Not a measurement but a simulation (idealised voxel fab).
voxel capacitor over wiring: a process module
Section cut is 275 nm wide and gridded with 5 nm square cells.
This document writes a cross-section as a grid whose cells are square, and gives it as bands, listed from the top down; one or more rows of cells form a band.
Per band: top height and bottom height in nm, followed by the left-to-right materials and their widths in nm; "full width" marks a single material spanning edge to edge, "air" marks empty space.
The reference from which all heights are counted is 0, the level beneath which the as-received wafer is entirely one material; the lowest band, having no lower bound, proceeds downward and is written after the example "from 0 down".
A width given as "30..40" starts at the first number in the band's top row and ends at the second number in its bottom row, shifting by an equal amount at every step from row to row.
"remains unaltered" for a step: no cell of the cross-section changed in that step.
"Sealed voids": sealed empty spaces, 8 cells or more, no open way to top, listed width x height at distance, with distance from the left edge and width, height and distance in nm.
On a step's line, text after the settings is the simulator commenting on that step.
overlay nm: where the mask lay relative to plan, measured to the right, on steps with a mask; negatives go left.

## plan
1) RECEIVE,material Si
2) CONFORMAL_DEP,material SiO2,thk nm 15
3) CONFORMAL_DEP,material SiCN,thk nm 5
4) DIRECTIONAL_DEP,material lowk,thk nm 25
5) PATTERN,tone open,mask id METAL_1,material resist,width nm 20,pitch nm 80,thk nm 15,overlay nm 0
6) DIRECTIONAL_ETCH,etch materials lowk,depth nm 25
7) DIRECTIONAL_ETCH,etch materials SiCN,depth nm 5
8) STRIP,etch materials resist
9) CONFORMAL_DEP,material TiN,thk nm 5
10) FILL_DEP,material W,thk nm 10
11) CMP,height nm 45
12) EPI,material Ru,thk nm 5
13) FILL_DEP,material SiCN,thk nm 5
14) DIRECTIONAL_DEP,material SiO2,thk nm 10
15) PATTERN,tone open,mask id PLUG_1,material resist,width nm 15,thk nm 15,overlay nm 0
16) DIRECTIONAL_ETCH,etch materials SiO2,depth nm 10
17) DIRECTIONAL_ETCH,etch materials SiCN,depth nm 5
18) STRIP,etch materials resist
19) CONFORMAL_DEP,material TiN,thk nm 5
20) FILL_DEP,material W,thk nm 5
21) CMP,height nm 65
22) DIRECTIONAL_DEP,material TiN,thk nm 5
23) DIRECTIONAL_DEP,material SiN,thk nm 5
24) DIRECTIONAL_DEP,material TiN,thk nm 10
25) DIRECTIONAL_DEP,material aC,thk nm 15
26) PATTERN,tone cover,mask id UPPER_PLATE,material resist,width nm 65,thk nm 30,overlay nm 0
27) DIRECTIONAL_ETCH,etch materials aC,depth nm 15
28) STRIP,etch materials resist
29) DIRECTIONAL_ETCH,etch materials TiN,depth nm 10
30) DIRECTIONAL_ETCH,etch materials SiN,depth nm 5
31) STRIP,etch materials aC
32) PATTERN,tone cover,mask id LOWER_PLATE,material resist,width nm 75,thk nm 15,overlay nm 0
33) DIRECTIONAL_ETCH,etch materials TiN,depth nm 5
34) STRIP,etch materials resist
35) FILL_DEP,material SiO2,thk nm 15
36) CMP,height nm 95
37) MASKED_ETCH,tone open,mask id PLUG_2,width nm 15,etch materials SiO2,depth nm 10,overlay nm 0
38) CONFORMAL_DEP,material TiN,thk nm 5
39) FILL_DEP,material Ru,thk nm 5
40) CMP,height nm 95
41) CONFORMAL_DEP,material SiN,thk nm 5

## Wafer at receipt (post step 1), cross-section
- from 0 down: Si full width
- Sealed voids: none

## End state of the module in cross-section, given the above starting point and plan and one mistake in execution
- from 100 to 95: SiN full width
- from 95 to 90: Ru 95 nm, TiN 5 nm, SiO2 15 nm, TiN 5 nm, Ru 155 nm
- from 90 to 85: TiN 100 nm, SiO2 15 nm, TiN 160 nm
- from 85 to 75: SiO2 90 nm, TiN 65 nm, SiO2 120 nm
- from 75 to 70: SiO2 90 nm, SiN 65 nm, SiO2 120 nm
- from 70 to 65: SiO2 85 nm, TiN 75 nm, SiO2 115 nm
- from 65 to 55: SiO2 90 nm, TiN 5 nm, W 5 nm, TiN 5 nm, SiO2 170 nm
- from 55 to 50: SiCN 90 nm, TiN 15 nm, SiCN 170 nm
- from 50 to 45: SiCN 80 nm, Ru 30 nm, SiCN 50 nm, Ru 30 nm, SiCN 85 nm
- from 45 to 20: lowk 85 nm, TiN 5 nm, W 10 nm, TiN 5 nm, lowk 60 nm, TiN 5 nm, W 10 nm, TiN 5 nm, lowk 90 nm
- from 20 to 15: SiCN 85 nm, TiN 20 nm, SiCN 60 nm, TiN 20 nm, SiCN 90 nm
- from 15 to 0: SiO2 full width
- from 0 down: Si full width
- Sealed voids: none
Diagnosis: step 37 went in with a setting other than planned; the actual run was MASKED_ETCH,tone cover,mask id PLUG_2,width nm 15,etch materials SiO2,depth nm 10,overlay nm 0
